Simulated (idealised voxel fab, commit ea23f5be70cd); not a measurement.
Process module heading - voxel quadruple lines
Cross-sectional view cut (width: 270 nm; square cell size: 5 nm).
In this document a cross-section is written as a grid of square cells. It is given as a series of bands, listed from the top down, and a band is one or more rows of cells. A band entry consists of two parts. The first gives the height of the band's top and the height of its bottom, in nm. The rest lists the band's materials from left to right, each with its width in nm. A single material labelled with the word "everywhere" fills the band from edge to edge, and the word "blank" marks empty space. Height reference: 0 = level under which incoming wafer is all one material. Lowest band: no bottom, runs on downward, e.g. "from 0 down". Per-row width for "30 to 40": begins at first number (top row of band), ends at second number (bottom row), increment between rows held constant. "no alterations made" after a step means that no cell of the cross-section changed. The label "Closed internal voids" introduces a list of the empty spaces, 8 cells or larger, that have no open way up to the top; each entry in it reads width x height at distance, where the distance is taken from the left edge and all three are stated in nm. That trailing text on a step's line, after the settings, is the simulator's own remark on the step. The "overlay nm" setting may appear on a step's line; for a step that uses a mask, it gives how far to the right of its planned position the mask lay, and a negative value indicates the left.

### Planned step list for the process
1: RECEIVE [material Si]
2: CONFORMAL_DEP [material Al2O3] [thk nm 10]
3: DIRECTIONAL_DEP [material TiN] [thk nm 10]
4: DIRECTIONAL_DEP [material polySi] [thk nm 15]
5: DIRECTIONAL_DEP [material aC] [thk nm 25]
6: PATTERN [tone cover] [mask id MANDREL] [material resist] [width nm 20] [pitch nm 60] [thk nm 30] [overlay nm 0]
7: DIRECTIONAL_ETCH [etch materials aC] [depth nm 25]
8: STRIP [etch materials resist]
9: CONFORMAL_DEP [material SiO2] [thk nm 10]
10: DIRECTIONAL_ETCH [etch materials SiO2] [depth nm 10]
11: STRIP [etch materials aC]
12: DIRECTIONAL_ETCH [etch materials polySi] [depth nm 15]
13: STRIP [etch materials SiO2]
14: CONFORMAL_DEP [material SiCN] [thk nm 5]
15: DIRECTIONAL_ETCH [etch materials SiCN] [depth nm 5]
16: STRIP [etch materials polySi]
17: DIRECTIONAL_ETCH [etch materials TiN] [depth nm 10]
18: STRIP [etch materials SiCN]

### Below: the first of two wafers, run as planned

### Cross-section, incoming material, after step 1
	from 0 down | Si everywhere
	Closed internal voids: none

### Cross-section of the wafer after step 2
	from 10 to 0 | Al2O3 everywhere
	Heights below 0 show no change.

### Cross-section of the wafer after step 3
	from 20 to 10 | TiN everywhere
	Heights below 10 show no change.

### Cross-section of the wafer after step 4
	from 35 to 20 | polySi everywhere
	Heights below 20 show no change.

### Cross-section of the wafer after step 5
	from 60 to 35 | aC everywhere
	Heights below 35 show no change.

### Cross-section of the wafer after step 6
	from 90 to 60 | 95 nm blank, then 20 nm resist, then 40 nm blank, then 20 nm resist, then 95 nm blank
	Heights below 60 show no change.

### Cross-section of the wafer after step 7
	from 65 to 60 | 95 nm blank, then 20 nm resist, then 40 nm blank, then 20 nm resist, then 95 nm blank
	from 60 to 35 | 95 nm blank, then 20 nm aC, then 40 nm blank, then 20 nm aC, then 95 nm blank
	Heights below 35 show no change.

### Cross-section of the wafer after step 8
	from 60 to 35 | 95 nm blank, then 20 nm aC, then 40 nm blank, then 20 nm aC, then 95 nm blank
	Heights below 35 show no change.

### Cross-section of the wafer after step 9
	from 70 to 60 | 85 nm blank, then 40 nm SiO2, then 20 nm blank, then 40 nm SiO2, then 85 nm blank
	from 60 to 45 | 85 nm blank, then 10 nm SiO2, then 20 nm aC, then 10 nm SiO2, then 20 nm blank, then 10 nm SiO2, then 20 nm aC, then 10 nm SiO2, then 85 nm blank
	from 45 to 35 | 95 nm SiO2, then 20 nm aC, then 40 nm SiO2, then 20 nm aC, then 95 nm SiO2
	Heights below 35 show no change.

### Cross-section of the wafer after step 10
	from 60 to 35 | 85 nm blank, then 10 nm SiO2, then 20 nm aC, then 10 nm SiO2, then 20 nm blank, then 10 nm SiO2, then 20 nm aC, then 10 nm SiO2, then 85 nm blank
	Heights below 35 show no change.

### Cross-section of the wafer after step 11
	from 60 to 35 | 85 nm blank, then 10 nm SiO2, then 20 nm blank, then 10 nm SiO2, then 20 nm blank, then 10 nm SiO2, then 20 nm blank, then 10 nm SiO2, then 85 nm blank
	Heights below 35 show no change.

### Cross-section of the wafer after step 12
	from 60 to 35 | 85 nm blank, then 10 nm SiO2, then 20 nm blank, then 10 nm SiO2, then 20 nm blank, then 10 nm SiO2, then 20 nm blank, then 10 nm SiO2, then 85 nm blank
	from 35 to 20 | 85 nm blank, then 10 nm polySi, then 20 nm blank, then 10 nm polySi, then 20 nm blank, then 10 nm polySi, then 20 nm blank, then 10 nm polySi, then 85 nm blank
	Heights below 20 show no change.

### Cross-section of the wafer after step 13
	from 35 to 20 | 85 nm blank, then 10 nm polySi, then 20 nm blank, then 10 nm polySi, then 20 nm blank, then 10 nm polySi, then 20 nm blank, then 10 nm polySi, then 85 nm blank
	Heights below 20 show no change.

### Cross-section of the wafer after step 14
	from 40 to 35 | 80 nm blank, then 20 nm SiCN, then 10 nm blank, then 20 nm SiCN, then 10 nm blank, then 20 nm SiCN, then 10 nm blank, then 20 nm SiCN, then 80 nm blank
	from 35 to 25 | 80 nm blank, then 5 nm SiCN, then 10 nm polySi, then 5 nm SiCN, then 10 nm blank, then 5 nm SiCN, then 10 nm polySi, then 5 nm SiCN, then 10 nm blank, then 5 nm SiCN, then 10 nm polySi, then 5 nm SiCN, then 10 nm blank, then 5 nm SiCN, then 10 nm polySi, then 5 nm SiCN, then 80 nm blank
	from 25 to 20 | 85 nm SiCN, then 10 nm polySi, then 20 nm SiCN, then 10 nm polySi, then 20 nm SiCN, then 10 nm polySi, then 20 nm SiCN, then 10 nm polySi, then 85 nm SiCN
	Heights below 20 show no change.

### Cross-section of the wafer after step 15
	from 35 to 20 | 80 nm blank, then 5 nm SiCN, then 10 nm polySi, then 5 nm SiCN, then 10 nm blank, then 5 nm SiCN, then 10 nm polySi, then 5 nm SiCN, then 10 nm blank, then 5 nm SiCN, then 10 nm polySi, then 5 nm SiCN, then 10 nm blank, then 5 nm SiCN, then 10 nm polySi, then 5 nm SiCN, then 80 nm blank
	Heights below 20 show no change.

### Cross-section of the wafer after step 16
	from 35 to 20 | 80 nm blank, then 5 nm SiCN, then 10 nm blank, then 5 nm SiCN, then 10 nm blank, then 5 nm SiCN, then 10 nm blank, then 5 nm SiCN, then 10 nm blank, then 5 nm SiCN, then 10 nm blank, then 5 nm SiCN, then 10 nm blank, then 5 nm SiCN, then 10 nm blank, then 5 nm SiCN, then 80 nm blank
	Heights below 20 show no change.

### Cross-section of the wafer after step 17
	from 35 to 20 | 80 nm blank, then 5 nm SiCN, then 10 nm blank, then 5 nm SiCN, then 10 nm blank, then 5 nm SiCN, then 10 nm blank, then 5 nm SiCN, then 10 nm blank, then 5 nm SiCN, then 10 nm blank, then 5 nm SiCN, then 10 nm blank, then 5 nm SiCN, then 10 nm blank, then 5 nm SiCN, then 80 nm blank
	from 20 to 10 | 80 nm blank, then 5 nm TiN, then 10 nm blank, then 5 nm TiN, then 10 nm blank, then 5 nm TiN, then 10 nm blank, then 5 nm TiN, then 10 nm blank, then 5 nm TiN, then 10 nm blank, then 5 nm TiN, then 10 nm blank, then 5 nm TiN, then 10 nm blank, then 5 nm TiN, then 80 nm blank
	Heights below 10 show no change.

### Cross-section of the wafer after step 18
	from 20 to 10 | 80 nm blank, then 5 nm TiN, then 10 nm blank, then 5 nm TiN, then 10 nm blank, then 5 nm TiN, then 10 nm blank, then 5 nm TiN, then 10 nm blank, then 5 nm TiN, then 10 nm blank, then 5 nm TiN, then 10 nm blank, then 5 nm TiN, then 10 nm blank, then 5 nm TiN, then 80 nm blank
	Heights below 10 show no change.

### Second wafer, same starting conditions and recipe as the first, one mistake in executing it, nothing differs from the first up to and including step 16

### when step 17 should have ended
	from 35 to 20 | 80 nm blank, then 5 nm SiCN, then 10 nm blank, then 5 nm SiCN, then 10 nm blank, then 5 nm SiCN, then 10 nm blank, then 5 nm SiCN, then 10 nm blank, then 5 nm SiCN, then 10 nm blank, then 5 nm SiCN, then 10 nm blank, then 5 nm SiCN, then 10 nm blank, then 5 nm SiCN, then 80 nm blank
	from 20 to 15 | 80 nm blank, then 5 nm TiN, then 10 nm blank, then 5 nm TiN, then 10 nm blank, then 5 nm TiN, then 10 nm blank, then 5 nm TiN, then 10 nm blank, then 5 nm TiN, then 10 nm blank, then 5 nm TiN, then 10 nm blank, then 5 nm TiN, then 10 nm blank, then 5 nm TiN, then 80 nm blank
	Heights below 15 show no change.

### when step 18 should have ended
	from 20 to 15 | 80 nm blank, then 5 nm TiN, then 10 nm blank, then 5 nm TiN, then 10 nm blank, then 5 nm TiN, then 10 nm blank, then 5 nm TiN, then 10 nm blank, then 5 nm TiN, then 10 nm blank, then 5 nm TiN, then 10 nm blank, then 5 nm TiN, then 10 nm blank, then 5 nm TiN, then 80 nm blank
	Heights below 15 show no change.
Which mistake was made when the wafer was run? planned and actual differ for step 17; actual: DIRECTIONAL_ETCH [etch materials TiN] [depth nm 5]
Per the end-of-run cell counts, the second wafer holds more or fewer of some materials than the first: TiN +46
